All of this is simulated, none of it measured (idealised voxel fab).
Process module heading - voxel transistor to metal
It is cross-section cut that appears here, measuring 200 nm in width, its square cells being 5 nm in size.
Think of the cross-section as a grid of square cells. We describe it in bands, top to bottom, and each band covers one or more rows of those cells.
Per band: top height and bottom height in nm, followed by the left-to-right materials and their widths in nm; "all across" marks a single material spanning edge to edge, "air" marks empty space.
Zero point of the height axis is 0; under it, received wafer = one material. Lowest band: continues down indefinitely, "z 0 and below".
The two numbers in a width such as "30..40" mark its ends across the band: the first belongs to the top row of cells, the second to the bottom row, and from each row to the next the width moves by the same amount.
"everything unchanged" after a step means that no cell of the cross-section changed.
What "Non-vented voids" gives you is every empty space of 8 cells or more that is cut off from the top. Each appears as width x height at distance, with the distance taken from the left edge and width, height and distance all in nm.
Formally, on a step line, whatever follows the settings is a remark that the simulator itself makes on the step.
"overlay nm", when on a step's line for a step with a mask, measures how far to the right of its planned place the mask lay; a negative measure means to the left.
Pairs, read this way: before one process step on the one hand, after it on the other, the after cross-section ending at the lowest band that changed; the step between, settings included, beneath. Same starting wafer throughout, but possibly different runs of this module, so no pair continues from the pair above unless its entry headed "Before this step" says so.
## Before this step
z 105 to 80 | SiO2: 60  TiN: 5  Ru: 5  TiN: 5  SiO2: 45  TiN: 5  Ru: 5  TiN: 5  SiO2: 65
z 80 to 75 | SiCN: 60  TiN: 15  SiCN: 45  TiN: 15  SiCN: 65
z 75 to 60 | SiO2: 55  TiN: 5  W: 15  TiN: 5  SiO2: 35  TiN: 5  W: 15  TiN: 5  SiO2: 60
z 60 to 55 | SiCN: 55  TiN: 25  SiCN: 35  TiN: 25  SiCN: 60
z 55 to 45 | SiO2: 60  TiN: 5  W: 5  TiN: 5  SiO2: 45  TiN: 5  W: 5  TiN: 5  SiO2: 65
z 45 to 30 | SiO2: 60  TiN: 5  W: 5  TiN: 5  SiN: 10  SiO2: 5  SiCN: 15  SiO2: 5  SiN: 10  TiN: 5  W: 5  TiN: 5  SiO2: 65
z 30 to 15 | SiO2: 60  TiN: 5  W: 5  TiN: 5  SiN: 10  SiO2: 5  polySi: 15  SiO2: 5  SiN: 10  TiN: 5  W: 5  TiN: 5  SiO2: 65
z 15 to 10 | SiO2: 60  TiN: 15  SiN: 10  SiO2: 5  polySi: 15  SiO2: 5  SiN: 10  TiN: 15  SiO2: 65
z 10 to 5 | SiO2: 60  nSi: 15  SiN: 10  SiO2: 5  polySi: 15  SiO2: 5  SiN: 10  nSi: 15  SiO2: 65
z 5 to 0 | SiO2: 55  SiN: 10  nSi: 10  SiN: 10  SiO2: 5  polySi: 15  SiO2: 5  SiN: 10  nSi: 10  SiN: 10  SiO2: 60
z 0 to -5 | SiO2: 65  nSi: 10  SiO2: 45  nSi: 10  SiO2: 70
z -5 to -20 | SiO2: 60  Si: 5  nSi: 10  Si: 45  nSi: 10  Si: 5  SiO2: 65
z -20 to -30 | SiO2: 60  Si: 75  SiO2: 65
z -30 and below | Si all across
Non-vented voids: none
## Post-Process Section
z 110 to 105 | SiCN all across
Whatever lies below 105 is exactly as it was before.
Non-vented voids: none
Between the two cross-sections shown above lies CONFORMAL_DEP | material SiCN | thk nm 5
## Before this step
z 65 to 55 | aC all across
z 55 to 45 | SiO2 all across
z 45 to 30 | SiO2: 75  SiN: 10  SiO2: 5  SiCN: 15  SiO2: 5  SiN: 10  SiO2: 80
z 30 to 10 | SiO2: 75  SiN: 10  SiO2: 5  polySi: 15  SiO2: 5  SiN: 10  SiO2: 80
z 10 to 5 | SiO2: 60  nSi: 15  SiN: 10  SiO2: 5  polySi: 15  SiO2: 5  SiN: 10  nSi: 15  SiO2: 65
z 5 to 0 | SiO2: 55  SiN: 10  nSi: 10  SiN: 10  SiO2: 5  polySi: 15  SiO2: 5  SiN: 10  nSi: 10  SiN: 10  SiO2: 60
z 0 to -5 | SiO2: 65  nSi: 10  SiO2: 45  nSi: 10  SiO2: 70
z -5 to -20 | SiO2: 60  Si: 5  nSi: 10  Si: 45  nSi: 10  Si: 5  SiO2: 65
z -20 to -30 | SiO2: 60  Si: 75  SiO2: 65
z -30 and below | Si all across
Non-vented voids: none
## Post-Process Section
z 95 to 65 | resist: 70  air: 15  resist: 45  air: 15  resist: 55
Whatever lies below 65 is exactly as it was before.
Non-vented voids: none
Between the two cross-sections shown above lies PATTERN | tone open | mask id CONTACT | material resist | width nm 15 | pitch nm 60 | thk nm 30 | overlay nm 10
Before this step: Reference is made to the cross-section shown after the step in the pair directly above, which represents the state prior to this step.
## Post-Process Section
z 85 to 65 | resist: 70  air: 15  resist: 45  air: 15  resist: 55
z 65 to 55 | aC: 70  air: 15  aC: 45  air: 15  aC: 55
Whatever lies below 55 is exactly as it was before.
Non-vented voids: none
Between the two cross-sections shown above lies DIRECTIONAL_ETCH | etch materials aC | depth nm 10
Before this step: Reference is made to the cross-section shown after the step in the pair directly above, which represents the state prior to this step.
## Post-Process Section
z 65 to 55 | aC: 70  air: 15  aC: 45  air: 15  aC: 55
Whatever lies below 55 is exactly as it was before.
Non-vented voids: none
Between the two cross-sections shown above lies STRIP | etch materials resist
Before this step: Reference is made to the cross-section shown after the step in the pair directly above, which represents the state prior to this step.
## Post-Process Section
z 65 to 55 | aC: 70  air: 15  aC: 45  air: 15  aC: 55
z 55 to 45 | SiO2: 70  air: 15  SiO2: 45  air: 15  SiO2: 55
z 45 to 30 | SiO2: 70  air: 5  SiN: 10  SiO2: 5  SiCN: 15  SiO2: 5  SiN: 10  SiO2: 10  air: 15  SiO2: 55
z 30 to 10 | SiO2: 70  air: 5  SiN: 10  SiO2: 5  polySi: 15  SiO2: 5  SiN: 10  SiO2: 10  air: 15  SiO2: 55
Whatever lies below 10 is exactly as it was before.
Non-vented voids: none
Between the two cross-sections shown above lies DIRECTIONAL_ETCH | etch materials SiO2 | depth nm 45
Before this step: Reference is made to the cross-section shown after the step in the pair directly above, which represents the state prior to this step.
## Post-Process Section
z 55 to 45 | SiO2: 70  air: 15  SiO2: 45  air: 15  SiO2: 55
Whatever lies below 45 is exactly as it was before.
Non-vented voids: none
Between the two cross-sections shown above lies STRIP | etch materials aC
Before this step: Reference is made to the cross-section shown after the step in the pair directly above, which represents the state prior to this step.
## Post-Process Section
z 60 to 55 | TiN: 75  air: 5  TiN: 55  air: 5  TiN: 60
z 55 to 50 | SiO2: 70  TiN: 5  air: 5  TiN: 5  SiO2: 45  TiN: 5  air: 5  TiN: 5  SiO2: 55
z 50 to 45 | SiO2: 70  TiN: 15  SiO2: 45  TiN: 5  air: 5  TiN: 5  SiO2: 55
z 45 to 30 | SiO2: 70  TiN: 5  SiN: 10  SiO2: 5  SiCN: 15  SiO2: 5  SiN: 10  SiO2: 10  TiN: 5  air: 5  TiN: 5  SiO2: 55
z 30 to 15 | SiO2: 70  TiN: 5  SiN: 10  SiO2: 5  polySi: 15  SiO2: 5  SiN: 10  SiO2: 10  TiN: 5  air: 5  TiN: 5  SiO2: 55
z 15 to 10 | SiO2: 70  TiN: 5  SiN: 10  SiO2: 5  polySi: 15  SiO2: 5  SiN: 10  SiO2: 10  TiN: 15  SiO2: 55
Whatever lies below 10 is exactly as it was before.
Non-vented voids: none
Between the two cross-sections shown above lies CONFORMAL_DEP | material TiN | thk nm 5
Before this step: Reference is made to the cross-section shown after the step in the pair directly above, which represents the state prior to this step.
## Post-Process Section
z 70 to 60 | W all across
z 60 to 55 | TiN: 75  W: 5  TiN: 55  W: 5  TiN: 60
z 55 to 50 | SiO2: 70  TiN: 5  W: 5  TiN: 5  SiO2: 45  TiN: 5  W: 5  TiN: 5  SiO2: 55
z 50 to 45 | SiO2: 70  TiN: 15  SiO2: 45  TiN: 5  W: 5  TiN: 5  SiO2: 55
z 45 to 30 | SiO2: 70  TiN: 5  SiN: 10  SiO2: 5  SiCN: 15  SiO2: 5  SiN: 10  SiO2: 10  TiN: 5  W: 5  TiN: 5  SiO2: 55
z 30 to 15 | SiO2: 70  TiN: 5  SiN: 10  SiO2: 5  polySi: 15  SiO2: 5  SiN: 10  SiO2: 10  TiN: 5  W: 5  TiN: 5  SiO2: 55
Whatever lies below 15 is exactly as it was before.
Non-vented voids: none
Between the two cross-sections shown above lies FILL_DEP | material W | thk nm 10
Before this step: Reference is made to the cross-section shown after the step in the pair directly above, which represents the state prior to this step.
## Post-Process Section
z 55 to 50 | SiO2: 70  TiN: 5  W: 5  TiN: 5  SiO2: 45  TiN: 5  W: 5  TiN: 5  SiO2: 55
Whatever lies below 50 is exactly as it was before.
Non-vented voids: none
Between the two cross-sections shown above lies CMP | height nm 55
Before this step: Reference is made to the cross-section shown after the step in the pair directly above, which represents the state prior to this step.
## Post-Process Section
z 60 to 55 | SiCN all across
Whatever lies below 55 is exactly as it was before.
Non-vented voids: none
Between the two cross-sections shown above lies CONFORMAL_DEP | material SiCN | thk nm 5
Before this step: Reference is made to the cross-section shown after the step in the pair directly above, which represents the state prior to this step.
## Post-Process Section
z 75 to 60 | SiO2 all across
Whatever lies below 60 is exactly as it was before.
Non-vented voids: none
Between the two cross-sections shown above lies DIRECTIONAL_DEP | material SiO2 | thk nm 15
Before this step: Reference is made to the cross-section shown after the step in the pair directly above, which represents the state prior to this step.
## Post-Process Section
z 90 to 75 | resist: 60  air: 15  resist: 45  air: 15  resist: 65
Whatever lies below 75 is exactly as it was before.
Non-vented voids: none
Between the two cross-sections shown above lies PATTERN | tone open | mask id METAL_1 | material resist | width nm 15 | pitch nm 60 | thk nm 15 | overlay nm 0
Before this step: Reference is made to the cross-section shown after the step in the pair directly above, which represents the state prior to this step.
## Post-Process Section
z 90 to 75 | resist: 60  air: 15  resist: 45  air: 15  resist: 65
z 75 to 60 | SiO2: 60  air: 15  SiO2: 45  air: 15  SiO2: 65
Whatever lies below 60 is exactly as it was before.
Non-vented voids: none
Between the two cross-sections shown above lies DIRECTIONAL_ETCH | etch materials SiO2 | depth nm 15
Before this step: Reference is made to the cross-section shown after the step in the pair directly above, which represents the state prior to this step.
## Post-Process Section
z 90 to 75 | resist: 60  air: 15  resist: 45  air: 15  resist: 65
z 75 to 60 | SiO2: 60  air: 15  SiO2: 45  air: 15  SiO2: 65
z 60 to 55 | SiCN: 60  air: 15  SiCN: 45  air: 15  SiCN: 65
Whatever lies below 55 is exactly as it was before.
Non-vented voids: none
Between the two cross-sections shown above lies DIRECTIONAL_ETCH | etch materials SiCN | depth nm 5
Before this step: Reference is made to the cross-section shown after the step in the pair directly above, which represents the state prior to this step.
## Post-Process Section
z 75 to 60 | SiO2: 60  air: 15  SiO2: 45  air: 15  SiO2: 65
Whatever lies below 60 is exactly as it was before.
Non-vented voids: none
Between the two cross-sections shown above lies STRIP | etch materials resist
Before this step: Reference is made to the cross-section shown after the step in the pair directly above, which represents the state prior to this step.
## Post-Process Section
z 80 to 75 | TiN: 65  air: 5  TiN: 55  air: 5  TiN: 70
z 75 to 60 | SiO2: 60  TiN: 5  air: 5  TiN: 5  SiO2: 45  TiN: 5  air: 5  TiN: 5  SiO2: 65
z 60 to 55 | SiCN: 60  TiN: 15  SiCN: 45  TiN: 15  SiCN: 65
Whatever lies below 55 is exactly as it was before.
Non-vented voids: none
Between the two cross-sections shown above lies CONFORMAL_DEP | material TiN | thk nm 5
Before this step: Reference is made to the cross-section shown after the step in the pair directly above, which represents the state prior to this step.
## Post-Process Section
z 90 to 80 | W all across
z 80 to 75 | TiN: 65  W: 5  TiN: 55  W: 5  TiN: 70
z 75 to 60 | SiO2: 60  TiN: 5  W: 5  TiN: 5  SiO2: 45  TiN: 5  W: 5  TiN: 5  SiO2: 65
Whatever lies below 60 is exactly as it was before.
Non-vented voids: none
Between the two cross-sections shown above lies FILL_DEP | material W | thk nm 10
Before this step: Reference is made to the cross-section shown after the step in the pair directly above, which represents the state prior to this step.
## Post-Process Section
z 75 to 60 | SiO2: 60  TiN: 5  W: 5  TiN: 5  SiO2: 45  TiN: 5  W: 5  TiN: 5  SiO2: 65
Whatever lies below 60 is exactly as it was before.
Non-vented voids: none
Between the two cross-sections shown above lies CMP | height nm 75
Before this step: Reference is made to the cross-section shown after the step in the pair directly above, which represents the state prior to this step.
## Post-Process Section
z 80 to 75 | SiCN all across
Whatever lies below 75 is exactly as it was before.
Non-vented voids: none
Between the two cross-sections shown above lies CONFORMAL_DEP | material SiCN | thk nm 5
Before this step: Reference is made to the cross-section shown after the step in the pair directly above, which represents the state prior to this step.
## Post-Process Section
z 105 to 80 | SiO2 all across
Whatever lies below 80 is exactly as it was before.
Non-vented voids: none
Between the two cross-sections shown above lies DIRECTIONAL_DEP | material SiO2 | thk nm 25
Before this step: Reference is made to the cross-section shown after the step in the pair directly above, which represents the state prior to this step.
## Post-Process Section
z 125 to 105 | resist: 60  air: 15  resist: 45  air: 15  resist: 65
Whatever lies below 105 is exactly as it was before.
Non-vented voids: none
Between the two cross-sections shown above lies PATTERN | tone open | mask id METAL_2 | material resist | width nm 15 | pitch nm 60 | thk nm 20 | overlay nm 0
Before this step: Reference is made to the cross-section shown after the step in the pair directly above, which represents the state prior to this step.
## Post-Process Section
z 125 to 105 | resist: 60  air: 15  resist: 45  air: 15  resist: 65
z 105 to 90 | SiO2: 60  air: 15  SiO2: 45  air: 15  SiO2: 65
Whatever lies below 90 is exactly as it was before.
Non-vented voids: none
Between the two cross-sections shown above lies DIRECTIONAL_ETCH | etch materials SiO2 | depth nm 15
Before this step: Reference is made to the cross-section shown after the step in the pair directly above, which represents the state prior to this step.
## Post-Process Section
z 105 to 90 | SiO2: 60  air: 15  SiO2: 45  air: 15  SiO2: 65
Whatever lies below 90 is exactly as it was before.
Non-vented voids: none
Between the two cross-sections shown above lies STRIP | etch materials resist
Before this step: Reference is made to the cross-section shown after the step in the pair directly above, which represents the state prior to this step.
## Post-Process Section
z 125 to 105 | resist: 60  air: 15  resist: 45  air: 15  resist: 65
Whatever lies below 105 is exactly as it was before.
Non-vented voids: none
Between the two cross-sections shown above lies PATTERN | tone open | mask id METAL_2_HOLES | material resist | width nm 15 | pitch nm 60 | thk nm 20 | overlay nm 0
Before this step: Reference is made to the cross-section shown after the step in the pair directly above, which represents the state prior to this step.
## Post-Process Section
z 125 to 105 | resist: 60  air: 15  resist: 45  air: 15  resist: 65
z 105 to 80 | SiO2: 60  air: 15  SiO2: 45  air: 15  SiO2: 65
Whatever lies below 80 is exactly as it was before.
Non-vented voids: none
Between the two cross-sections shown above lies DIRECTIONAL_ETCH | etch materials SiO2 | depth nm 10
Before this step: Reference is made to the cross-section shown after the step in the pair directly above, which represents the state prior to this step.
## Post-Process Section
z 125 to 105 | resist: 60  air: 15  resist: 45  air: 15  resist: 65
z 105 to 80 | SiO2: 60  air: 15  SiO2: 45  air: 15  SiO2: 65
z 80 to 75 | SiCN: 60  air: 15  SiCN: 45  air: 15  SiCN: 65
Whatever lies below 75 is exactly as it was before.
Non-vented voids: none
Between the two cross-sections shown above lies DIRECTIONAL_ETCH | etch materials SiCN | depth nm 5
Before this step: Reference is made to the cross-section shown after the step in the pair directly above, which represents the state prior to this step.
## Post-Process Section
z 105 to 80 | SiO2: 60  air: 15  SiO2: 45  air: 15  SiO2: 65
Whatever lies below 80 is exactly as it was before.
Non-vented voids: none
Between the two cross-sections shown above lies STRIP | etch materials resist
Before this step: Reference is made to the cross-section shown after the step in the pair directly above, which represents the state prior to this step.
## Post-Process Section
z 110 to 105 | TiN: 65  air: 5  TiN: 55  air: 5  TiN: 70
z 105 to 80 | SiO2: 60  TiN: 5  air: 5  TiN: 5  SiO2: 45  TiN: 5  air: 5  TiN: 5  SiO2: 65
z 80 to 75 | SiCN: 60  TiN: 15  SiCN: 45  TiN: 15  SiCN: 65
Whatever lies below 75 is exactly as it was before.
Non-vented voids: none
Between the two cross-sections shown above lies CONFORMAL_DEP | material TiN | thk nm 5
Before this step: Reference is made to the cross-section shown after the step in the pair directly above, which represents the state prior to this step.
## Post-Process Section
z 115 to 110 | Ru all across
z 110 to 105 | TiN: 65  Ru: 5  TiN: 55  Ru: 5  TiN: 70
z 105 to 80 | SiO2: 60  TiN: 5  Ru: 5  TiN: 5  SiO2: 45  TiN: 5  Ru: 5  TiN: 5  SiO2: 65
Whatever lies below 80 is exactly as it was before.
Non-vented voids: none
Between the two cross-sections shown above lies FILL_DEP | material Ru | thk nm 5
Before this step: Reference is made to the cross-section shown after the step in the pair directly above, which represents the state prior to this step.
## Post-Process Section
z 105 to 80 | SiO2: 60  TiN: 5  Ru: 5  TiN: 5  SiO2: 45  TiN: 5  Ru: 5  TiN: 5  SiO2: 65
Whatever lies below 80 is exactly as it was before.
Non-vented voids: none
Between the two cross-sections shown above lies CMP | height nm 105
Before this step: Reference is made to the cross-section shown after the step in the pair directly above, which represents the state prior to this step.
## Post-Process Section
z 110 to 105 | SiCN all across
Whatever lies below 105 is exactly as it was before.
Non-vented voids: none
Between the two cross-sections shown above lies CONFORMAL_DEP | material SiCN | thk nm 5
## Before this step
z 110 to 105 | TiN: 65  air: 5  TiN: 55  air: 5  TiN: 70
z 105 to 80 | SiO2: 60  TiN: 5  air: 5  TiN: 5  SiO2: 45  TiN: 5  air: 5  TiN: 5  SiO2: 65
z 80 to 75 | SiCN: 60  TiN: 15  SiCN: 45  TiN: 15  SiCN: 65
z 75 to 60 | SiO2: 60  TiN: 5  W: 5  TiN: 5  SiO2: 45  TiN: 5  W: 5  TiN: 5  SiO2: 65
z 60 to 55 | SiCN: 60  TiN: 15  SiCN: 45  TiN: 15  SiCN: 65
z 55 to 45 | SiO2: 60  TiN: 5  W: 5  TiN: 5  SiO2: 45  TiN: 5  W: 5  TiN: 5  SiO2: 65
z 45 to 30 | SiO2: 60  TiN: 5  W: 5  TiN: 5  SiN: 10  SiO2: 5  SiCN: 15  SiO2: 5  SiN: 10  TiN: 5  W: 5  TiN: 5  SiO2: 65
z 30 to 15 | SiO2: 60  TiN: 5  W: 5  TiN: 5  SiN: 10  SiO2: 5  polySi: 15  SiO2: 5  SiN: 10  TiN: 5  W: 5  TiN: 5  SiO2: 65
z 15 to 10 | SiO2: 60  TiN: 15  SiN: 10  SiO2: 5  polySi: 15  SiO2: 5  SiN: 10  TiN: 15  SiO2: 65
z 10 to 5 | SiO2: 60  nSi: 15  SiN: 10  SiO2: 5  polySi: 15  SiO2: 5  SiN: 10  nSi: 15  SiO2: 65
z 5 to 0 | SiO2: 55  SiN: 10  nSi: 10  SiN: 10  SiO2: 5  polySi: 15  SiO2: 5  SiN: 10  nSi: 10  SiN: 10  SiO2: 60
z 0 to -5 | SiO2: 65  nSi: 10  SiO2: 45  nSi: 10  SiO2: 70
z -5 to -20 | SiO2: 60  Si: 5  nSi: 10  Si: 45  nSi: 10  Si: 5  SiO2: 65
z -20 to -30 | SiO2: 60  Si: 75  SiO2: 65
z -30 and below | Si all across
Non-vented voids: none
## Post-Process Section
z 115 to 110 | W all across
z 110 to 105 | TiN: 65  W: 5  TiN: 55  W: 5  TiN: 70
z 105 to 80 | SiO2: 60  TiN: 5  W: 5  TiN: 5  SiO2: 45  TiN: 5  W: 5  TiN: 5  SiO2: 65
Whatever lies below 80 is exactly as it was before.
Non-vented voids: none
Between the two cross-sections shown above lies FILL_DEP | material W | thk nm 5
Before this step: Reference is made to the cross-section shown after the step in the pair directly above, which represents the state prior to this step.
## Post-Process Section
z 105 to 80 | SiO2: 60  TiN: 5  W: 5  TiN: 5  SiO2: 45  TiN: 5  W: 5  TiN: 5  SiO2: 65
Whatever lies below 80 is exactly as it was before.
Non-vented voids: none
Between the two cross-sections shown above lies CMP | height nm 105
Before this step: Reference is made to the cross-section shown after the step in the pair directly above, which represents the state prior to this step.
## Post-Process Section
z 110 to 105 | SiCN all across
Whatever lies below 105 is exactly as it was before.
Non-vented voids: none
Between the two cross-sections shown above lies CONFORMAL_DEP | material SiCN | thk nm 5
## Before this step
z 105 to 90 | SiO2: 60  air: 15  SiO2: 45  air: 15  SiO2: 65
z 90 to 80 | SiO2 all across
z 80 to 75 | SiCN all across
z 75 to 60 | SiO2: 60  TiN: 5  W: 5  TiN: 5  SiO2: 45  TiN: 5  W: 5  TiN: 5  SiO2: 65
z 60 to 55 | SiCN: 60  TiN: 15  SiCN: 45  TiN: 15  SiCN: 65
z 55 to 45 | SiO2: 60  TiN: 5  W: 5  TiN: 5  SiO2: 45  TiN: 5  W: 5  TiN: 5  SiO2: 65
z 45 to 30 | SiO2: 60  TiN: 5  W: 5  TiN: 5  SiN: 10  SiO2: 5  SiCN: 15  SiO2: 5  SiN: 10  TiN: 5  W: 5  TiN: 5  SiO2: 65
z 30 to 15 | SiO2: 60  TiN: 5  W: 5  TiN: 5  SiN: 10  SiO2: 5  polySi: 15  SiO2: 5  SiN: 10  TiN: 5  W: 5  TiN: 5  SiO2: 65
z 15 to 10 | SiO2: 60  TiN: 15  SiN: 10  SiO2: 5  polySi: 15  SiO2: 5  SiN: 10  TiN: 15  SiO2: 65
z 10 to 5 | SiO2: 60  nSi: 15  SiN: 10  SiO2: 5  polySi: 15  SiO2: 5  SiN: 10  nSi: 15  SiO2: 65
z 5 to 0 | SiO2: 55  SiN: 10  nSi: 10  SiN: 10  SiO2: 5  polySi: 15  SiO2: 5  SiN: 10  nSi: 10  SiN: 10  SiO2: 60
z 0 to -5 | SiO2: 65  nSi: 10  SiO2: 45  nSi: 10  SiO2: 70
z -5 to -20 | SiO2: 60  Si: 5  nSi: 10  Si: 45  nSi: 10  Si: 5  SiO2: 65
z -20 to -30 | SiO2: 60  Si: 75  SiO2: 65
z -30 and below | Si all across
Non-vented voids: none
## Post-Process Section
z 125 to 105 | air: 60  resist: 15  air: 45  resist: 15  air: 65
z 105 to 90 | SiO2: 60  resist: 15  SiO2: 45  resist: 15  SiO2: 65
Whatever lies below 90 is exactly as it was before.
Non-vented voids: none
Between the two cross-sections shown above lies PATTERN | tone cover | mask id METAL_2_HOLES | material resist | width nm 15 | pitch nm 60 | thk nm 20 | overlay nm 0
Before this step: Reference is made to the cross-section shown after the step in the pair directly above, which represents the state prior to this step.
## Post-Process Section
z 125 to 95 | air: 60  resist: 15  air: 45  resist: 15  air: 65
Whatever lies below 95 is exactly as it was before.
Non-vented voids: none
Between the two cross-sections shown above lies DIRECTIONAL_ETCH | etch materials SiO2 | depth nm 10
Before this step: Reference is made to the cross-section shown after the step in the pair directly above, which represents the state prior to this step.
## Post-Process Section
z 95 to 90 | SiO2: 60  air: 15  SiO2: 45  air: 15  SiO2: 65
Whatever lies below 90 is exactly as it was before.
Non-vented voids: none
Between the two cross-sections shown above lies STRIP | etch materials resist
Before this step: Reference is made to the cross-section shown after the step in the pair directly above, which represents the state prior to this step.
## Post-Process Section
z 100 to 95 | TiN: 65  air: 5  TiN: 55  air: 5  TiN: 70
z 95 to 90 | SiO2: 60  TiN: 15  SiO2: 45  TiN: 15  SiO2: 65
Whatever lies below 90 is exactly as it was before.
Non-vented voids: none
Between the two cross-sections shown above lies CONFORMAL_DEP | material TiN | thk nm 5
Before this step: Reference is made to the cross-section shown after the step in the pair directly above, which represents the state prior to this step.
## Post-Process Section
z 105 to 100 | Ru all across
z 100 to 95 | TiN: 65  Ru: 5  TiN: 55  Ru: 5  TiN: 70
Whatever lies below 95 is exactly as it was before.
Non-vented voids: none
Between the two cross-sections shown above lies FILL_DEP | material Ru | thk nm 5
Before this step: Reference is made to the cross-section shown after the step in the pair directly above, which represents the state prior to this step.
## Post-Process Section
z 110 to 105 | SiCN all across
Whatever lies below 105 is exactly as it was before.
Non-vented voids: none
Between the two cross-sections shown above lies CONFORMAL_DEP | material SiCN | thk nm 5
